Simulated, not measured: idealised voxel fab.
Module name: voxel capacitor over wiring (process module)
The width of the displayed cross-section, cut, is 165 nm; its cells are square, with a size of 5 nm.
Cross-section format: a grid of square cells, given as bands from top to bottom; each band is one or more rows of cells. Read a band's entry like this: the first values are the height of its top and the height of its bottom in nm, and what follows is the sequence of materials from left to right, each with its width in nm. Note that "empty" is empty space, and that a single material marked "throughout" reaches across the band from edge to edge. All heights in this document are referenced to 0, defined as the level beneath which the wafer, as received, consists entirely of one material. The lowest band is not bounded below; it extends indefinitely downward and is written in the form "0 nm and below". Per-row width for "30..40": begins at first number (top row of band), ends at second number (bottom row), increment between rows held constant. Reading "changes: none" for a step: not a cell of the cross-section changed in it. So "Closed void register" is basically the list of trapped voids: any empty space of 8 cells or more that can't reach the top through an opening. They're written width x height at distance, the distance being from the left edge, and it's all nm. Post-settings text on a step line: simulator's own remark regarding the step. You can add "overlay nm" to a step's line. For a step with a mask, it describes how far the mask lay to the right of its planned position, and a negative number describes a lay to the left.
Here's what the planned process steps look like:
step 1: RECEIVE | material Si
step 2: CONFORMAL_DEP | material SiO2 | thk nm 10
step 3: DIRECTIONAL_DEP | material TiN | thk nm 5
step 4: DIRECTIONAL_DEP | material Ru | thk nm 25
step 5: DIRECTIONAL_DEP | material aC | thk nm 15
step 6: PATTERN | tone cover | mask id METAL_1 | material resist | width nm 20 | pitch nm 75 | thk nm 35 | overlay nm 0
step 7: DIRECTIONAL_ETCH | etch materials aC | depth nm 15
step 8: STRIP | etch materials resist
step 9: DIRECTIONAL_ETCH | etch materials Ru | depth nm 25
step 10: DIRECTIONAL_ETCH | etch materials TiN | depth nm 5
step 11: STRIP | etch materials aC
step 12: FILL_DEP | material SiO2 | thk nm 10
step 13: CMP | height nm 40
step 14: CONFORMAL_DEP | material SiCN | thk nm 5
step 15: DIRECTIONAL_DEP | material SiO2 | thk nm 20
step 16: DIRECTIONAL_DEP | material aC | thk nm 15
step 17: PATTERN | tone open | mask id PLUG_1 | material resist | width nm 15 | thk nm 30 | overlay nm 0
step 18: DIRECTIONAL_ETCH | etch materials aC | depth nm 15
step 19: STRIP | etch materials resist
step 20: DIRECTIONAL_ETCH | etch materials SiO2 | depth nm 20
step 21: DIRECTIONAL_ETCH | etch materials SiCN | depth nm 5
step 22: STRIP | etch materials aC
step 23: EPI | material Ru | thk nm 10
step 24: EPI | material Ru | thk nm 10
step 25: EPI | material Ru | thk nm 5
step 26: DIRECTIONAL_DEP | material TiN | thk nm 5
step 27: DIRECTIONAL_DEP | material HfO2 | thk nm 5
step 28: DIRECTIONAL_DEP | material TiN | thk nm 10
step 29: MASKED_ETCH | tone cover | mask id UPPER_PLATE | width nm 60 | etch materials TiN | depth nm 10 | overlay nm 0
step 30: MASKED_ETCH | tone cover | mask id UPPER_PLATE | width nm 60 | etch materials HfO2 | depth nm 5 | overlay nm 0
step 31: MASKED_ETCH | tone cover | mask id LOWER_PLATE | width nm 70 | etch materials TiN | depth nm 5 | overlay nm 0
step 32: FILL_DEP | material SiO2 | thk nm 20
step 33: CMP | height nm 100
step 34: MASKED_ETCH | tone open | mask id PLUG_2 | width nm 15 | etch materials SiO2 | depth nm 15 | overlay nm 0
step 35: CONFORMAL_DEP | material TiN | thk nm 5
step 36: FILL_DEP | material Cu | thk nm 10
step 37: CMP | height nm 100
step 38: CONFORMAL_DEP | material SiN | thk nm 5
This is the cross-section of the wafer as we received it, i.e. after step 1:
0 nm and below  Si throughout
Closed void register: none
The first of the two wafers as seen in cross-section once the module was finished; processing followed the plan:
105 nm to 100 nm  SiN throughout
100 nm to 90 nm  50 of SiO2 | 5 of TiN | 5 of Cu | 5 of TiN | 100 of SiO2
90 nm to 85 nm  50 of SiO2 | 15 of TiN | 100 of SiO2
85 nm to 75 nm  40 of SiO2 | 60 of TiN | 65 of SiO2
75 nm to 70 nm  40 of SiO2 | 60 of HfO2 | 65 of SiO2
70 nm to 65 nm  35 of SiO2 | 70 of TiN | 60 of SiO2
65 nm to 45 nm  40 of SiO2 | 15 of Ru | 110 of SiO2
45 nm to 40 nm  40 of SiCN | 15 of Ru | 110 of SiCN
40 nm to 15 nm  35 of SiO2 | 20 of Ru | 55 of SiO2 | 20 of Ru | 35 of SiO2
15 nm to 10 nm  35 of SiO2 | 20 of TiN | 55 of SiO2 | 20 of TiN | 35 of SiO2
10 nm to 0 nm  SiO2 throughout
0 nm and below  Si throughout
Closed void register: none
So this is wafer number two of the two, cut at the end of the module - it started where the first did and had the same plan, we just got one thing wrong running it:
105 nm to 100 nm  SiN throughout
100 nm to 90 nm  50 of SiO2 | 5 of TiN | 5 of Cu | 5 of TiN | 100 of SiO2
90 nm to 85 nm  50 of SiO2 | 15 of TiN | 100 of SiO2
85 nm to 75 nm  45 of SiO2 | 50 of TiN | 70 of SiO2
75 nm to 70 nm  40 of SiO2 | 60 of HfO2 | 65 of SiO2
70 nm to 65 nm  35 of SiO2 | 70 of TiN | 60 of SiO2
65 nm to 45 nm  40 of SiO2 | 15 of Ru | 110 of SiO2
45 nm to 40 nm  40 of SiCN | 15 of Ru | 110 of SiCN
40 nm to 15 nm  35 of SiO2 | 20 of Ru | 55 of SiO2 | 20 of Ru | 35 of SiO2
15 nm to 10 nm  35 of SiO2 | 20 of TiN | 55 of SiO2 | 20 of TiN | 35 of SiO2
10 nm to 0 nm  SiO2 throughout
0 nm and below  Si throughout
Closed void register: none
What broke from the plan during processing? step 29 was not run as planned; what actually ran was MASKED_ETCH | tone cover | mask id UPPER_PLATE | width nm 50 | etch materials TiN | depth nm 10 | overlay nm 0
The final cell counts differ between the wafers, with the second having more or fewer of some materials than the first: +4 SiO2; -4 TiN
